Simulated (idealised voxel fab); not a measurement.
The following process module bears the name voxel capacitor over wiring.
Each square cell in cross-section cut measures 5 nm, and the section as a whole is 240 nm wide.
A cross-section is written here as square cells arranged in a grid, and it is given in bands from the top down, each band taking up one or more rows of cells.
Within each band entry, the heights of the top and of the bottom of the band appear first, in that order and in nm; the materials of the band then follow from left to right, each with its corresponding width in nm. The designation "everywhere" on a single material indicates that it fills the band from edge to edge; the designation "air" indicates empty space.
Height reference: 0 = level under which incoming wafer is all one material. Lowest band: no bottom, runs on downward, e.g. "0 and below".
Top row gets the first number, bottom row gets the second, and each row in between changes by the same step: that is how a band width like "30->40" works.
"nothing was modified" (step): cross-section cells unchanged, all of them.
Closed-off voids of 8+ cells (no open route to the top) go in "Sealed cavities", written width x height at distance from the left edge, in nm.
Note: text after step settings on the step line = simulator remark on that step.
overlay nm, on a step with a mask: how far to the right of its planned place the mask lay; to the left if negative
### Steps planned for the process
1 RECEIVE: material Si
2 CONFORMAL_DEP: material SiO2, thk nm 15
3 DIRECTIONAL_DEP: material TiN, thk nm 5
4 DIRECTIONAL_DEP: material Ru, thk nm 15
5 DIRECTIONAL_DEP: material aC, thk nm 10
6 PATTERN: tone cover, mask id METAL_1, material resist, width nm 25, pitch nm 75, thk nm 25, overlay nm 0
7 DIRECTIONAL_ETCH: etch materials aC, depth nm 10
8 STRIP: etch materials resist
9 DIRECTIONAL_ETCH: etch materials Ru, depth nm 15
10 DIRECTIONAL_ETCH: etch materials TiN, depth nm 5
11 STRIP: etch materials aC
12 FILL_DEP: material SiO2, thk nm 10
13 CMP: height nm 35
14 CONFORMAL_DEP: material SiCN, thk nm 5
15 DIRECTIONAL_DEP: material SiO2, thk nm 20
16 MASKED_ETCH: tone open, mask id PLUG_1, width nm 15, etch materials SiO2, depth nm 20, overlay nm 0
17 MASKED_ETCH: tone open, mask id PLUG_1, width nm 15, etch materials SiCN, depth nm 5, overlay nm 0
18 EPI: material Ru, thk nm 10
19 EPI: material Ru, thk nm 10
20 EPI: material Ru, thk nm 5
21 DIRECTIONAL_DEP: material TiN, thk nm 10
22 DIRECTIONAL_DEP: material SiN, thk nm 5
23 DIRECTIONAL_DEP: material TiN, thk nm 10
24 DIRECTIONAL_DEP: material aC, thk nm 15
25 PATTERN: tone cover, mask id UPPER_PLATE, material resist, width nm 55, thk nm 30, overlay nm 0
26 DIRECTIONAL_ETCH: etch materials aC, depth nm 15
27 STRIP: etch materials resist
28 DIRECTIONAL_ETCH: etch materials TiN, depth nm 10
29 DIRECTIONAL_ETCH: etch materials SiN, depth nm 5
30 STRIP: etch materials aC
31 DIRECTIONAL_DEP: material aC, thk nm 15
32 PATTERN: tone cover, mask id LOWER_PLATE, material resist, width nm 65, thk nm 30, overlay nm 0
33 DIRECTIONAL_ETCH: etch materials aC, depth nm 15
34 STRIP: etch materials resist
35 DIRECTIONAL_ETCH: etch materials TiN, depth nm 10
36 STRIP: etch materials aC
37 FILL_DEP: material SiO2, thk nm 15
38 CMP: height nm 95
39 DIRECTIONAL_DEP: material aC, thk nm 10
40 PATTERN: tone open, mask id PLUG_2, material resist, width nm 15, thk nm 30, overlay nm 0
41 DIRECTIONAL_ETCH: etch materials aC, depth nm 10
42 STRIP: etch materials resist
43 DIRECTIONAL_ETCH: etch materials SiO2, depth nm 10
44 STRIP: etch materials aC
45 CONFORMAL_DEP: material TiN, thk nm 5
46 FILL_DEP: material Cu, thk nm 5
47 CMP: height nm 95
48 CONFORMAL_DEP: material SiN, thk nm 5
### Cross-section of the wafer as it came to us, i.e., already through step 1
  0 and below  Si everywhere
  Sealed cavities: none
### Run as planned - first of the two wafers cross-sectioned at the end of the module
  100 down to 95  SiN everywhere
  95 down to 90  90 SiO2 | 5 TiN | 5 Cu | 5 TiN | 135 SiO2
  90 down to 85  90 SiO2 | 15 TiN | 135 SiO2
  85 down to 75  80 SiO2 | 55 TiN | 105 SiO2
  75 down to 70  80 SiO2 | 55 SiN | 105 SiO2
  70 down to 60  75 SiO2 | 65 TiN | 100 SiO2
  60 down to 40  80 SiO2 | 15 Ru | 145 SiO2
  40 down to 35  80 SiCN | 15 Ru | 145 SiCN
  35 down to 20  70 SiO2 | 25 Ru | 50 SiO2 | 25 Ru | 70 SiO2
  20 down to 15  70 SiO2 | 25 TiN | 50 SiO2 | 25 TiN | 70 SiO2
  15 down to 0  SiO2 everywhere
  0 and below  Si everywhere
  Sealed cavities: none
### Presented here is a cross-section of the second of the two wafers as it stood at the end of the module. It was started in the same manner and assigned the same plan as the first wafer; however, one mistake was made in its execution
  100 down to 95  SiN everywhere
  95 down to 90  90 SiO2 | 5 TiN | 5 Cu | 5 TiN | 135 SiO2
  90 down to 85  90 SiO2 | 15 TiN | 135 SiO2
  85 down to 75  80 SiO2 | 35 TiN | 125 SiO2
  75 down to 70  80 SiO2 | 35 SiN | 125 SiO2
  70 down to 60  75 SiO2 | 40->60 TiN | 125->105 SiO2
  60 down to 55  60 SiO2 | 55 Ru | 20 TiN | 105 SiO2
  55 down to 50  60 SiO2 | 55 Ru | 20 SiN | 105 SiO2
  50 down to 40  60 SiO2 | 55 Ru | 25 TiN | 100 SiO2
  40 down to 35  80 SiCN | 15 Ru | 145 SiCN
  35 down to 20  70 SiO2 | 25 Ru | 50 SiO2 | 25 Ru | 70 SiO2
  20 down to 15  70 SiO2 | 25 TiN | 50 SiO2 | 25 TiN | 70 SiO2
  15 down to 0  SiO2 everywhere
  0 and below  Si everywhere
  Sealed cavities: none
Deviation noted in wafer processing: with respect to the plan, step 15 was omitted and not executed
Cell-count delta at end, second wafer over first, by material: +32 Ru; -32 SiO2
